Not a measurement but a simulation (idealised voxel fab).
process module | voxel gate over fins
cross-section cut | 270 nm wide | cells 5 nm
A cross-section is a grid of square cells, given in bands from the top down. A band is one or more rows of cells.
Each band's line starts with the height of the band's top and of its bottom, in nm. Then come its materials from left to right, each with its width in nm. One material with "throughout" fills the band from edge to edge. "air" is empty space.
Height 0 is the level under which the wafer as received is all one material. The lowest band goes on downwards, as in "0 down".
A width such as "30 to 40" changes by the same amount from each row of cells to the next, from the band's top row to its bottom row.
"no change" after a step means that no cell of the cross-section changed.
closed voids: empty space of 8 cells or more with no open way to the top, each as width x height at its distance from the left edge, in nm
after a step's settings: what the simulator itself notes on the step
overlay nm, on a step with a mask: how far to the right of its planned place the mask lay; to the left if negative
plan
1 op RECEIVE | material Si
2 op CONFORMAL_DEP | material SiN | thk nm 5
3 op MASKED_ETCH | tone cover | mask id FINS | width nm 15 | pitch nm 55 | etch materials SiN | depth nm 5 | overlay nm 0
4 op MASKED_ETCH | tone cover | mask id FINS | width nm 15 | pitch nm 55 | etch materials Si | depth nm 35 | overlay nm 0
5 op OXIDIZE | depth nm 5
6 op FILL_DEP | material SiO2 | thk nm 15
7 op CMP | height nm 5
8 op PATTERN | tone open | mask id RAIL | material resist | width nm 15 | thk nm 20 | overlay nm 0
9 op DIRECTIONAL_ETCH | etch materials SiO2 | depth nm 35
10 op STRIP | etch materials resist
11 op CONFORMAL_DEP | material TiN | thk nm 5
12 op FILL_DEP | material Ru | thk nm 5
13 op CMP | height nm 5
14 op SELECTIVE_ETCH | etch materials W Ru TiN | depth nm 20
15 op FILL_DEP | material SiO2 | thk nm 5
16 op CMP | height nm 5
17 op SELECTIVE_ETCH | etch materials SiO2 | depth nm 15
18 op STRIP | etch materials SiN
19 op CONFORMAL_DEP | material HfO2 | thk nm 5
20 op CONFORMAL_DEP | material TiN | thk nm 5
21 op FILL_DEP | material W | thk nm 15
22 op CMP | height nm 20
23 op CONFORMAL_DEP | material SiCN | thk nm 5
as received, after step 1
  0 down: Si throughout
  closed voids: none
a wafer at the end: this start, this plan, one mistake
  25 to 20: SiCN throughout
  20 to 15: W throughout
  15 to 10: TiN throughout
  10 to 5: HfO2 50 | TiN 5 | HfO2 50 | TiN 5 | HfO2 50 | TiN 5 | HfO2 50 | TiN 5 | HfO2 50
  5 to 0: HfO2 throughout
  0 to -35: HfO2 45 | SiO2 5 | Si 5 | SiO2 5 | HfO2 40 | SiO2 5 | Si 5 | SiO2 5 | HfO2 40 | SiO2 5 | Si 5 | SiO2 5 | HfO2 40 | SiO2 5 | Si 5 | SiO2 5 | HfO2 45
  -35 to -40: SiO2 50 | Si 5 | SiO2 50 | Si 5 | SiO2 50 | Si 5 | SiO2 50 | Si 5 | SiO2 50
  -40 down: Si throughout
  closed voids: none
what went wrong: step 6 ran as: op FILL_DEP | material HfO2 | thk nm 15
